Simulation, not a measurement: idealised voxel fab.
This is a process module. Its name is voxel gate over fins.
It is cross-section cut that appears here, measuring 270 nm in width, its square cells being 5 nm in size.
In what follows, cross-sections appear as grids of square cells, described through bands that run from the top down, where every band is one or more rows of cells.
First you get the band's top height and its bottom height, in nm, and then the materials it's made of, left to right, with each width in nm. If you see a single material with "full width", that one covers the band edge to edge. "empty" is empty space.
Where do heights start? At 0: under that level the wafer as delivered is made of one material only. And the lowest band has no floor; it just carries on downward, as in "top 0, no bottom".
Top row gets the first number, bottom row gets the second, and each row in between changes by the same step: that is how a band width like "30->40" works.
Reading "all unchanged" for a step: not a cell of the cross-section changed in it.
Basically, "closed voids" tells you about the enclosed voids: empty spaces with no open way to the top, 8 cells or bigger, each written width x height at distance, where distance is from the left edge, all in nm.
Text after the settings on a step's line: the simulator's own remark on that step.
The setting "overlay nm" may be written on the line of a step. When the step uses a mask, the value reports how far to the right of the planned place the mask lay, and a negative value reports that it lay to the left.

The planned process steps are enumerated hereunder
| 1 | RECEIVE [material Si] |
| 2 | CONFORMAL_DEP [material SiN] [thk nm 10] |
| 3 | PATTERN [tone cover] [mask id FINS] [material resist] [width nm 15] [pitch nm 40] [thk nm 20] [overlay nm 0] |
| 4 | DIRECTIONAL_ETCH [etch materials SiN] [depth nm 10] |
| 5 | DIRECTIONAL_ETCH [etch materials Si] [depth nm 35] |
| 6 | STRIP [etch materials resist] |
| 7 | FILL_DEP [material SiO2] [thk nm 15] |
| 8 | CMP [height nm 10] |
| 9 | SELECTIVE_ETCH [etch materials SiO2] [depth nm 20] |
| 10 | STRIP [etch materials SiN] |
| 11 | CONFORMAL_DEP [material HfO2] [thk nm 5] |
| 12 | CONFORMAL_DEP [material TiN] [thk nm 5] |
| 13 | CONFORMAL_DEP [material TiAl] [thk nm 5] |
| 14 | CONFORMAL_DEP [material TiN] [thk nm 5] |
| 15 | FILL_DEP [material W] [thk nm 10] |
| 16 | CMP [height nm 25] |
| 17 | CONFORMAL_DEP [material SiCN] [thk nm 10] |

Incoming wafer, cross-sectional view, post step 1
> top 0, no bottom = Si full width
> closed voids: none

End-of-module XS, first of two wafers, run as planned
> top 35, bottom 25 = SiCN full width
> top 25, bottom 20 = W full width
> top 20, bottom 15 = W=65  TiN=135  W=70
> top 15, bottom 10 = W=65  TiN=5  TiAl=125  TiN=5  W=70
> top 10, bottom 5 = TiN=70  TiAl=5  TiN=35  TiAl=5  TiN=35  TiAl=5  TiN=35  TiAl=5  TiN=75
> top 5, bottom 0 = TiAl=75  TiN=5  HfO2=25  TiN=5  TiAl=5  TiN=5  HfO2=25  TiN=5  TiAl=5  TiN=5  HfO2=25  TiN=5  TiAl=80
> top 0, bottom -5 = TiN=80  HfO2=5  Si=15  HfO2=5  TiN=15  HfO2=5  Si=15  HfO2=5  TiN=15  HfO2=5  Si=15  HfO2=5  TiN=85
> top -5, bottom -10 = HfO2=85  Si=15  HfO2=25  Si=15  HfO2=25  Si=15  HfO2=90
> top -10, bottom -35 = SiO2=85  Si=15  SiO2=25  Si=15  SiO2=25  Si=15  SiO2=90
> top -35, no bottom = Si full width
> closed voids: none

This is the second of the two wafers, cross-sectioned at the end of the module; it started exactly like the first and was given the same plan, but it was run with one mistake
> top 35, bottom 20 = W full width
> top 20, bottom 15 = W=65  TiN=135  W=70
> top 15, bottom 10 = W=65  TiN=5  TiAl=125  TiN=5  W=70
> top 10, bottom 5 = TiN=70  TiAl=5  TiN=35  TiAl=5  TiN=35  TiAl=5  TiN=35  TiAl=5  TiN=75
> top 5, bottom 0 = TiAl=75  TiN=5  HfO2=25  TiN=5  TiAl=5  TiN=5  HfO2=25  TiN=5  TiAl=5  TiN=5  HfO2=25  TiN=5  TiAl=80
> top 0, bottom -5 = TiN=80  HfO2=5  Si=15  HfO2=5  TiN=15  HfO2=5  Si=15  HfO2=5  TiN=15  HfO2=5  Si=15  HfO2=5  TiN=85
> top -5, bottom -10 = HfO2=85  Si=15  HfO2=25  Si=15  HfO2=25  Si=15  HfO2=90
> top -10, bottom -35 = SiO2=85  Si=15  SiO2=25  Si=15  SiO2=25  Si=15  SiO2=90
> top -35, no bottom = Si full width
> closed voids: none
Nonconformance to the process plan: contrary to plan, step 17 was performed as CONFORMAL_DEP [material W] [thk nm 10]
FYI, end of process, the second wafer has more or fewer cells of some materials than the first: SiCN -108, W +108
